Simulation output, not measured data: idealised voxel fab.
process module | voxel spacer lines
cross-section cut | 265 nm wide | cells 5 nm
A cross-section is a grid of square cells, given in bands from the top down. A band is one or more rows of cells.
Each band's line starts with the height of the band's top and of its bottom, in nm. Then come its materials from left to right, each with its width in nm. One material with "throughout" fills the band from edge to edge. "air" is empty space.
Height 0 is the level under which the wafer as received is all one material. The lowest band goes on downwards, as in "0 down".
A width such as "30 to 40" changes by the same amount from each row of cells to the next, from the band's top row to its bottom row.
"no change" after a step means that no cell of the cross-section changed.
closed voids: empty space of 8 cells or more with no open way to the top, each as width x height at its distance from the left edge, in nm
after a step's settings: what the simulator itself notes on the step
overlay nm, on a step with a mask: how far to the right of its planned place the mask lay; to the left if negative
plan
1 op RECEIVE | material Si
2 op CONFORMAL_DEP | material Al2O3 | thk nm 10
3 op DIRECTIONAL_DEP | material TiN | thk nm 10
4 op DIRECTIONAL_DEP | material aC | thk nm 25
5 op PATTERN | tone cover | mask id MANDREL | material resist | width nm 20 | pitch nm 70 | thk nm 35 | overlay nm 0
6 op DIRECTIONAL_ETCH | etch materials aC | depth nm 25
7 op STRIP | etch materials resist
8 op CONFORMAL_DEP | material SiO2 | thk nm 15
9 op DIRECTIONAL_ETCH | etch materials SiO2 | depth nm 15
10 op STRIP | etch materials aC
11 op DIRECTIONAL_ETCH | etch materials TiN | depth nm 10
12 op STRIP | etch materials SiO2
first wafer, as planned
as received, after step 1
  0 down: Si throughout
  closed voids: none
after step 2
  10 to 0: Al2O3 throughout
  below 0: unchanged
after step 3
  20 to 10: TiN throughout
  below 10: unchanged
after step 4
  45 to 20: aC throughout
  below 20: unchanged
after step 5
  80 to 45: air 50 | resist 20 | air 50 | resist 20 | air 50 | resist 20 | air 55
  below 45: unchanged
after step 6
  55 to 45: air 50 | resist 20 | air 50 | resist 20 | air 50 | resist 20 | air 55
  45 to 20: air 50 | aC 20 | air 50 | aC 20 | air 50 | aC 20 | air 55
  below 20: unchanged
after step 7
  45 to 20: air 50 | aC 20 | air 50 | aC 20 | air 50 | aC 20 | air 55
  below 20: unchanged
after step 8
  60 to 45: air 35 | SiO2 50 | air 20 | SiO2 50 | air 20 | SiO2 50 | air 40
  45 to 35: air 35 | SiO2 15 | aC 20 | SiO2 15 | air 20 | SiO2 15 | aC 20 | SiO2 15 | air 20 | SiO2 15 | aC 20 | SiO2 15 | air 40
  35 to 20: SiO2 50 | aC 20 | SiO2 50 | aC 20 | SiO2 50 | aC 20 | SiO2 55
  below 20: unchanged
after step 9
  45 to 20: air 35 | SiO2 15 | aC 20 | SiO2 15 | air 20 | SiO2 15 | aC 20 | SiO2 15 | air 20 | SiO2 15 | aC 20 | SiO2 15 | air 40
  below 20: unchanged
after step 10
  45 to 20: air 35 | SiO2 15 | air 20 | SiO2 15 | air 20 | SiO2 15 | air 20 | SiO2 15 | air 20 | SiO2 15 | air 20 | SiO2 15 | air 40
  below 20: unchanged
after step 11
  45 to 20: air 35 | SiO2 15 | air 20 | SiO2 15 | air 20 | SiO2 15 | air 20 | SiO2 15 | air 20 | SiO2 15 | air 20 | SiO2 15 | air 40
  20 to 10: air 35 | TiN 15 | air 20 | TiN 15 | air 20 | TiN 15 | air 20 | TiN 15 | air 20 | TiN 15 | air 20 | TiN 15 | air 40
  below 10: unchanged
after step 12
  20 to 10: air 35 | TiN 15 | air 20 | TiN 15 | air 20 | TiN 15 | air 20 | TiN 15 | air 20 | TiN 15 | air 20 | TiN 15 | air 40
  below 10: unchanged
second wafer: like start, like plan, one mistake. Through step 3 it matches the first wafer
when step 4 should have ended
  45 to 10: TiN throughout
  below 10: unchanged
when step 5 should have ended
  80 to 45: air 50 | resist 20 | air 50 | resist 20 | air 50 | resist 20 | air 55
  below 45: unchanged
when step 6 should have ended
  55 to 45: air 50 | resist 20 | air 50 | resist 20 | air 50 | resist 20 | air 55
  below 45: unchanged
when step 7 should have ended
  45 to 10: TiN throughout
  below 10: unchanged
when step 8 should have ended
  60 to 45: SiO2 throughout
  below 45: unchanged
when step 9 should have ended
  45 to 10: TiN throughout
  below 10: unchanged
when step 10 should have ended: no change
when step 11 should have ended
  35 to 10: TiN throughout
  below 10: unchanged
when step 12 should have ended: no change
what went wrong: step 4 ran as: op DIRECTIONAL_DEP | material TiN | thk nm 25
at the end the second wafer has, in cells: 229 more of TiN
